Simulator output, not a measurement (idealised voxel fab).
This section sets out a process module, namely voxel ribs on slabs.
Shown is cross-section cut, with a width of 215 nm and square cells of size 5 nm.
Think of the cross-section as a grid of square cells. We describe it in bands, top to bottom, and each band covers one or more rows of those cells. A band entry consists of two parts. The first gives the height of the band's top and the height of its bottom, in nm. The rest lists the band's materials from left to right, each with its width in nm. A single material labelled with the word "everywhere" fills the band from edge to edge, and the word "air" marks empty space. Height datum 0, below which the as-received substrate wafer is one material. Lowest band open at the bottom, running downward: "0 nm and below". So if you see something like "30->40" for the width, read it as the top row of the band sitting at the first number and the bottom row at the second, with every row in between moving by the same amount as the last. It should be understood that the words "no change occurred", when stated for a given step, signify that the cross-section underwent no change in any of its cells during that step. So "Tabulated closed voids" is basically the list of trapped voids: any empty space of 8 cells or more that can't reach the top through an opening. They're written width x height at distance, the distance being from the left edge, and it's all nm. after a step's settings: what the simulator itself notes on the step. When a step includes a mask, the "overlay nm" setting on its line states how far to the right of its planned place that mask lay, and negative values state how far to the left.
## Steps planned for the process
step 1: RECEIVE [material Si]
step 2: DIRECTIONAL_DEP [material SiO2] [thk nm 30]
step 3: DIRECTIONAL_DEP [material polySi] [thk nm 15]
step 4: PATTERN [tone cover] [mask id RIB] [material resist] [width nm 20] [thk nm 15] [overlay nm 0]
step 5: DIRECTIONAL_ETCH [etch materials polySi] [depth nm 10]
step 6: STRIP [etch materials resist]
step 7: DIRECTIONAL_DEP [material aC] [thk nm 10]
step 8: PATTERN [tone cover] [mask id SLAB] [material resist] [width nm 70] [thk nm 30] [overlay nm 0]
step 9: DIRECTIONAL_ETCH [etch materials aC] [depth nm 10]
step 10: STRIP [etch materials resist]
step 11: DIRECTIONAL_ETCH [etch materials polySi] [depth nm 5]
step 12: STRIP [etch materials aC]
step 13: FILL_DEP [material SiO2] [thk nm 20]
step 14: CMP [height nm 55]
step 15: DIRECTIONAL_DEP [material TiN] [thk nm 5]
step 16: DIRECTIONAL_DEP [material aC] [thk nm 10]
step 17: PATTERN [tone cover] [mask id HEATER] [material resist] [width nm 30] [thk nm 30] [overlay nm 0]
step 18: DIRECTIONAL_ETCH [etch materials aC] [depth nm 10]
step 19: STRIP [etch materials resist]
step 20: DIRECTIONAL_ETCH [etch materials TiN] [depth nm 5]
step 21: STRIP [etch materials aC]
step 22: CONFORMAL_DEP [material SiO2] [thk nm 5]
## First wafer of two (run as planned)
## This is the cross-section of the wafer as we received it, i.e. after step 1
- 0 nm and below  Si everywhere
- Tabulated closed voids: none
## After step 2: wafer cross-section
- 30 nm to 0 nm  SiO2 everywhere
- Below a height of 0, the structure has not been altered.
## After step 3: wafer cross-section
- 45 nm to 30 nm  polySi everywhere
- Below a height of 30, the structure has not been altered.
## After step 4: wafer cross-section
- 60 nm to 45 nm  air: 95, then resist: 20, then air: 100
- Below a height of 45, the structure has not been altered.
## After step 5: wafer cross-section
- 60 nm to 45 nm  air: 95, then resist: 20, then air: 100
- 45 nm to 35 nm  air: 95, then polySi: 20, then air: 100
- Below a height of 35, the structure has not been altered.
## After step 6: wafer cross-section
- 45 nm to 35 nm  air: 95, then polySi: 20, then air: 100
- Below a height of 35, the structure has not been altered.
## After step 7: wafer cross-section
- 55 nm to 45 nm  air: 95, then aC: 20, then air: 100
- 45 nm to 35 nm  aC: 95, then polySi: 20, then aC: 100
- Below a height of 35, the structure has not been altered.
## After step 8: wafer cross-section
- 85 nm to 55 nm  air: 70, then resist: 70, then air: 75
- 55 nm to 45 nm  air: 70, then resist: 25, then aC: 20, then resist: 25, then air: 75
- Below a height of 45, the structure has not been altered.
## After step 9: wafer cross-section
- 75 nm to 55 nm  air: 70, then resist: 70, then air: 75
- 55 nm to 45 nm  air: 70, then resist: 25, then aC: 20, then resist: 25, then air: 75
- 45 nm to 35 nm  air: 70, then aC: 25, then polySi: 20, then aC: 25, then air: 75
- Below a height of 35, the structure has not been altered.
## After step 10: wafer cross-section
- 55 nm to 45 nm  air: 95, then aC: 20, then air: 100
- Below a height of 45, the structure has not been altered.
## After step 11: wafer cross-section
- 55 nm to 45 nm  air: 95, then aC: 20, then air: 100
- 45 nm to 35 nm  air: 70, then aC: 25, then polySi: 20, then aC: 25, then air: 75
- 35 nm to 30 nm  air: 70, then polySi: 70, then air: 75
- Below a height of 30, the structure has not been altered.
## After step 12: wafer cross-section
- 45 nm to 35 nm  air: 95, then polySi: 20, then air: 100
- Below a height of 35, the structure has not been altered.
## After step 13: wafer cross-section
- 65 nm to 45 nm  SiO2 everywhere
- 45 nm to 35 nm  SiO2: 95, then polySi: 20, then SiO2: 100
- 35 nm to 30 nm  SiO2: 70, then polySi: 70, then SiO2: 75
- Below a height of 30, the structure has not been altered.
## After step 14: wafer cross-section
- 55 nm to 45 nm  SiO2 everywhere
- Below a height of 45, the structure has not been altered.
## After step 15: wafer cross-section
- 60 nm to 55 nm  TiN everywhere
- Below a height of 55, the structure has not been altered.
## After step 16: wafer cross-section
- 70 nm to 60 nm  aC everywhere
- Below a height of 60, the structure has not been altered.
## After step 17: wafer cross-section
- 100 nm to 70 nm  air: 90, then resist: 30, then air: 95
- Below a height of 70, the structure has not been altered.
## After step 18: wafer cross-section
- 90 nm to 70 nm  air: 90, then resist: 30, then air: 95
- 70 nm to 60 nm  air: 90, then aC: 30, then air: 95
- Below a height of 60, the structure has not been altered.
## After step 19: wafer cross-section
- 70 nm to 60 nm  air: 90, then aC: 30, then air: 95
- Below a height of 60, the structure has not been altered.
## After step 20: wafer cross-section
- 70 nm to 60 nm  air: 90, then aC: 30, then air: 95
- 60 nm to 55 nm  air: 90, then TiN: 30, then air: 95
- Below a height of 55, the structure has not been altered.
## After step 21: wafer cross-section
- 60 nm to 55 nm  air: 90, then TiN: 30, then air: 95
- Below a height of 55, the structure has not been altered.
## After step 22: wafer cross-section
- 65 nm to 60 nm  air: 85, then SiO2: 40, then air: 90
- 60 nm to 55 nm  SiO2: 90, then TiN: 30, then SiO2: 95
- Below a height of 55, the structure has not been altered.
## Second wafer - shared start and plan with the first - one error in running - same as the first up to step 21 inclusive
Second wafer, cut view, end of step 22 per plan: no change occurred
Which mistake was made when the wafer was run? step 22 of the plan did not run at all; it was left out
The second wafer ends with more or fewer cells of some materials than the first, per final count: 45 fewer of SiO2
